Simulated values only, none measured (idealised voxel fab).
process module | voxel transistor to metal
We display cut, a cross-section 300 nm in width whose square cells are each 5 nm.
Cross-section = grid of square cells, listed top down in bands; band = one or more rows. Within each band entry, the heights of the top and of the bottom of the band appear first, in that order and in nm; the materials of the band then follow from left to right, each with its corresponding width in nm. The designation "full width" on a single material indicates that it fills the band from edge to edge; the designation "empty" indicates empty space. The reference from which all heights are counted is 0, the level beneath which the as-received wafer is entirely one material; the lowest band, having no lower bound, proceeds downward and is written after the example "z 0 and below". With a width like "30->40", each row of cells in the band differs from the next by the same amount, the top row carrying the first number and the bottom row the second. Step marked "no alteration"? Then no cell in the cross-section changed in it. "Entrapped voids": empty spaces of 8 cells or more with no open way to the top, each given as width x height at distance, distance from the left edge, all in nm. The remark found on a step's line after its settings is issued by the simulator itself and pertains to that step. overlay nm: right-of-plan distance of the mask on a masked step; negative values mean left-of-plan.
### The steps planned for the process are as follows
- 1: RECEIVE with material Si
- 2: CONFORMAL_DEP with material SiO2, thk nm 5
- 3: CONFORMAL_DEP with material SiN, thk nm 10
- 4: DIRECTIONAL_DEP with material aC, thk nm 15
- 5: PATTERN with tone cover, mask id ACTIVE, material resist, width nm 95, pitch nm 125, thk nm 30, overlay nm 0
- 6: DIRECTIONAL_ETCH with etch materials aC, depth nm 15
- 7: STRIP with etch materials resist
- 8: DIRECTIONAL_ETCH with etch materials SiN, depth nm 10
- 9: DIRECTIONAL_ETCH with etch materials SiO2, depth nm 5
- 10: DIRECTIONAL_ETCH with etch materials Si, depth nm 20
- 11: STRIP with etch materials aC
- 12: FILL_DEP with material SiO2, thk nm 10
- 13: CMP with height nm 15
- 14: SELECTIVE_ETCH with etch materials SiO2, depth nm 5
- 15: STRIP with etch materials SiN
- 16: SELECTIVE_ETCH with etch materials SiO2, depth nm 5
- 17: OXIDIZE with depth nm 5
- 18: DIRECTIONAL_DEP with material polySi, thk nm 25
- 19: DIRECTIONAL_DEP with material SiCN, thk nm 15
- 20: DIRECTIONAL_DEP with material aC, thk nm 10
- 21: PATTERN with tone cover, mask id GATE, material resist, width nm 15, pitch nm 125, thk nm 25, overlay nm 0
- 22: DIRECTIONAL_ETCH with etch materials aC, depth nm 10
- 23: STRIP with etch materials resist
- 24: DIRECTIONAL_ETCH with etch materials SiCN, depth nm 25
- 25: DIRECTIONAL_ETCH with etch materials polySi, depth nm 35
- 26: STRIP with etch materials aC
- 27: CONFORMAL_DEP with material SiN, thk nm 5
- 28: DIRECTIONAL_ETCH with etch materials SiN, depth nm 5
- 29: DIRECTIONAL_ETCH with etch materials SiO2, depth nm 5
- 30: EPI with material nSi, thk nm 5
- 31: FILL_DEP with material SiO2, thk nm 10
- 32: CMP with height nm 40
- 33: DIRECTIONAL_DEP with material SiO2, thk nm 15
- 34: DIRECTIONAL_DEP with material aC, thk nm 15
- 35: PATTERN with tone open, mask id CONTACT, material resist, width nm 15, thk nm 35, overlay nm 0
- 36: DIRECTIONAL_ETCH with etch materials aC, depth nm 15
- 37: STRIP with etch materials resist
- 38: DIRECTIONAL_ETCH with etch materials SiO2, depth nm 55
- 39: STRIP with etch materials aC
- 40: CONFORMAL_DEP with material TiN, thk nm 5
- 41: FILL_DEP with material W, thk nm 5
- 42: CMP with height nm 55
- 43: DIRECTIONAL_DEP with material TiN, thk nm 5
- 44: DIRECTIONAL_DEP with material W, thk nm 15
- 45: DIRECTIONAL_DEP with material aC, thk nm 15
- 46: PATTERN with tone cover, mask id METAL_1, material resist, width nm 15, thk nm 30, overlay nm 0
- 47: DIRECTIONAL_ETCH with etch materials aC, depth nm 15
- 48: STRIP with etch materials resist
- 49: DIRECTIONAL_ETCH with etch materials W, depth nm 15
- 50: DIRECTIONAL_ETCH with etch materials TiN, depth nm 5
- 51: STRIP with etch materials aC
- 52: CONFORMAL_DEP with material SiN, thk nm 5
- 53: FILL_DEP with material lowk, thk nm 5
- 54: CMP with height nm 75
- 55: CONFORMAL_DEP with material SiN, thk nm 5
### Received-state cross-section, reflecting completion of step 1
- z 0 and below  Si full width
- Entrapped voids: none
### The plan above was carried out on the starting structure above with one mistake, and this cross-section shows the wafer at the end of the module
- z 80 to 75  SiN full width
- z 75 to 70  SiN: 50; TiN: 15; SiN: 45; TiN: 15; SiN: 50; TiN: 15; SiN: 45; TiN: 15; SiN: 50
- z 70 to 55  W full width
- z 55 to 40  SiO2: 50; TiN: 5; W: 5; TiN: 5; SiO2: 45; TiN: 5; W: 5; TiN: 5; SiO2: 50; TiN: 5; W: 5; TiN: 5; SiO2: 45; TiN: 5; W: 5; TiN: 5; SiO2: 50
- z 40 to 25  SiO2: 50; TiN: 5; W: 5; TiN: 5; SiO2: 10; SiN: 5; SiCN: 15; SiN: 5; SiO2: 10; TiN: 5; W: 5; TiN: 5; SiO2: 50; TiN: 5; W: 5; TiN: 5; SiO2: 10; SiN: 5; SiCN: 15; SiN: 5; SiO2: 10; TiN: 5; W: 5; TiN: 5; SiO2: 50
- z 25 to 5  SiO2: 50; TiN: 5; W: 5; TiN: 5; SiO2: 10; SiN: 5; polySi: 15; SiN: 5; SiO2: 10; TiN: 5; W: 5; TiN: 5; SiO2: 50; TiN: 5; W: 5; TiN: 5; SiO2: 10; SiN: 5; polySi: 15; SiN: 5; SiO2: 10; TiN: 5; W: 5; TiN: 5; SiO2: 50
- z 5 to 0  SiO2: 35; SiN: 5; SiO2: 10; TiN: 15; SiO2: 10; SiN: 5; polySi: 15; SiN: 5; SiO2: 10; TiN: 15; SiO2: 10; SiN: 5; SiO2: 20; SiN: 5; SiO2: 10; TiN: 15; SiO2: 10; SiN: 5; polySi: 15; SiN: 5; SiO2: 10; TiN: 15; SiO2: 10; SiN: 5; SiO2: 35
- z 0 to -5  SiO2: 40; nSi: 35; SiO2: 25; nSi: 35; SiO2: 30; nSi: 35; SiO2: 25; nSi: 35; SiO2: 40
- z -5 to -20  SiO2: 40; Si: 95; SiO2: 30; Si: 95; SiO2: 40
- z -20 and below  Si full width
- Entrapped voids: none
It is concluded that the wafer was processed incorrectly with respect to the plan, in that the intended sequence of steps 43 and 44 was reversed during processing, with each occupying the position of the other
